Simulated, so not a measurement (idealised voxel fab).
process module | voxel gate over fins
cross-section cut | 240 nm wide | cells 5 nm
A cross-section is a grid of square cells, given in bands from the top down. A band is one or more rows of cells.
Each band's line starts with the height of the band's top and of its bottom, in nm. Then come its materials from left to right, each with its width in nm. One material with "throughout" fills the band from edge to edge. "air" is empty space.
Height 0 is the level under which the wafer as received is all one material. The lowest band goes on downwards, as in "0 down".
A width such as "30 to 40" changes by the same amount from each row of cells to the next, from the band's top row to its bottom row.
"no change" after a step means that no cell of the cross-section changed.
closed voids: empty space of 8 cells or more with no open way to the top, each as width x height at its distance from the left edge, in nm
after a step's settings: what the simulator itself notes on the step
overlay nm, on a step with a mask: how far to the right of its planned place the mask lay; to the left if negative
plan
1 op RECEIVE | material Si
2 op CONFORMAL_DEP | material SiN | thk nm 5
3 op MASKED_ETCH | tone cover | mask id FINS | width nm 15 | pitch nm 40 | etch materials SiN | depth nm 5 | overlay nm 0
4 op MASKED_ETCH | tone cover | mask id FINS | width nm 15 | pitch nm 40 | etch materials Si | depth nm 40 | overlay nm 0
5 op FILL_DEP | material SiO2 | thk nm 10
6 op CMP | height nm 5
7 op SELECTIVE_ETCH | etch materials SiO2 | depth nm 20
8 op STRIP | etch materials SiN
9 op CONFORMAL_DEP | material HfO2 | thk nm 5
10 op CONFORMAL_DEP | material TiN | thk nm 5
11 op CONFORMAL_DEP | material TiAl | thk nm 5
12 op CONFORMAL_DEP | material TiN | thk nm 5
13 op FILL_DEP | material W | thk nm 10
14 op CMP | height nm 25
15 op CONFORMAL_DEP | material SiN | thk nm 5
as received, after step 1
  0 down: Si throughout
  closed voids: none
first wafer at the end, as planned
  30 to 25: SiN throughout
  25 to 20: W throughout
  20 to 15: W 30 | TiN 175 | W 35
  15 to 10: W 30 | TiN 5 | TiAl 165 | TiN 5 | W 35
  10 to 5: W 30 | TiN 5 | TiAl 5 | TiN 35 | TiAl 5 | TiN 35 | TiAl 5 | TiN 35 | TiAl 5 | TiN 35 | TiAl 5 | TiN 5 | W 35
  5 to 0: TiN 35 | TiAl 5 | TiN 5 | HfO2 25 | TiN 5 | TiAl 5 | TiN 5 | HfO2 25 | TiN 5 | TiAl 5 | TiN 5 | HfO2 25 | TiN 5 | TiAl 5 | TiN 5 | HfO2 25 | TiN 5 | TiAl 5 | TiN 40
  0 to -5: TiAl 40 | TiN 5 | HfO2 5 | Si 15 | HfO2 5 | TiN 5 | TiAl 5 | TiN 5 | HfO2 5 | Si 15 | HfO2 5 | TiN 5 | TiAl 5 | TiN 5 | HfO2 5 | Si 15 | HfO2 5 | TiN 5 | TiAl 5 | TiN 5 | HfO2 5 | Si 15 | HfO2 5 | TiN 5 | TiAl 45
  -5 to -10: TiN 45 | HfO2 5 | Si 15 | HfO2 5 | TiN 15 | HfO2 5 | Si 15 | HfO2 5 | TiN 15 | HfO2 5 | Si 15 | HfO2 5 | TiN 15 | HfO2 5 | Si 15 | HfO2 5 | TiN 50
  -10 to -15: HfO2 50 | Si 15 | HfO2 25 | Si 15 | HfO2 25 | Si 15 | HfO2 25 | Si 15 | HfO2 55
  -15 to -40: SiO2 50 | Si 15 | SiO2 25 | Si 15 | SiO2 25 | Si 15 | SiO2 25 | Si 15 | SiO2 55
  -40 down: Si throughout
  closed voids: none
second wafer at the end: like start, like plan, one mistake
  30 to 25: SiN throughout
  25 to 20: W throughout
  20 to 15: W 30 | TiN 175 | W 35
  15 to 10: W 30 | TiN 5 | TiAl 165 | TiN 5 | W 35
  10 to 5: W 30 | TiN 5 | TiAl 5 | TiN 35 | TiAl 5 | TiN 35 | TiAl 5 | TiN 35 | TiAl 5 | TiN 35 | TiAl 5 | TiN 5 | W 35
  5 to 0: TiN 35 | TiAl 5 | TiN 5 | HfO2 25 | TiN 5 | TiAl 5 | TiN 5 | HfO2 25 | TiN 5 | TiAl 5 | TiN 5 | HfO2 25 | TiN 5 | TiAl 5 | TiN 5 | HfO2 25 | TiN 5 | TiAl 5 | TiN 40
  0 to -5: TiAl 40 | TiN 5 | HfO2 5 | Si 15 | HfO2 5 | TiN 5 | TiAl 5 | TiN 5 | HfO2 5 | Si 15 | HfO2 5 | TiN 5 | TiAl 5 | TiN 5 | HfO2 5 | Si 15 | HfO2 5 | TiN 5 | TiAl 5 | TiN 5 | HfO2 5 | Si 15 | HfO2 5 | TiN 5 | TiAl 45
  -5 to -10: TiN 45 | HfO2 5 | Si 15 | HfO2 5 | TiN 5 | TiAl 5 | TiN 5 | HfO2 5 | Si 15 | HfO2 5 | TiN 5 | TiAl 5 | TiN 5 | HfO2 5 | Si 15 | HfO2 5 | TiN 5 | TiAl 5 | TiN 5 | HfO2 5 | Si 15 | HfO2 5 | TiN 50
  -10 to -15: HfO2 35 | TiN 10 | HfO2 5 | Si 15 | HfO2 5 | TiN 15 | HfO2 5 | Si 15 | HfO2 5 | TiN 15 | HfO2 5 | Si 15 | HfO2 5 | TiN 15 | HfO2 5 | Si 15 | HfO2 5 | TiN 10 | HfO2 40
  -15 to -20: SiO2 30 | HfO2 20 | Si 15 | HfO2 25 | Si 15 | HfO2 25 | Si 15 | HfO2 25 | Si 15 | HfO2 20 | SiO2 35
  -20 to -40: SiO2 50 | Si 15 | SiO2 25 | Si 15 | SiO2 25 | Si 15 | SiO2 25 | Si 15 | SiO2 55
  -40 down: Si throughout
  closed voids: none
what went wrong: steps 7 and 8 were swapped
at the end the second wafer has, in cells: 10 more of HfO2 | 23 fewer of SiO2 | 3 more of TiAl | 10 more of TiN
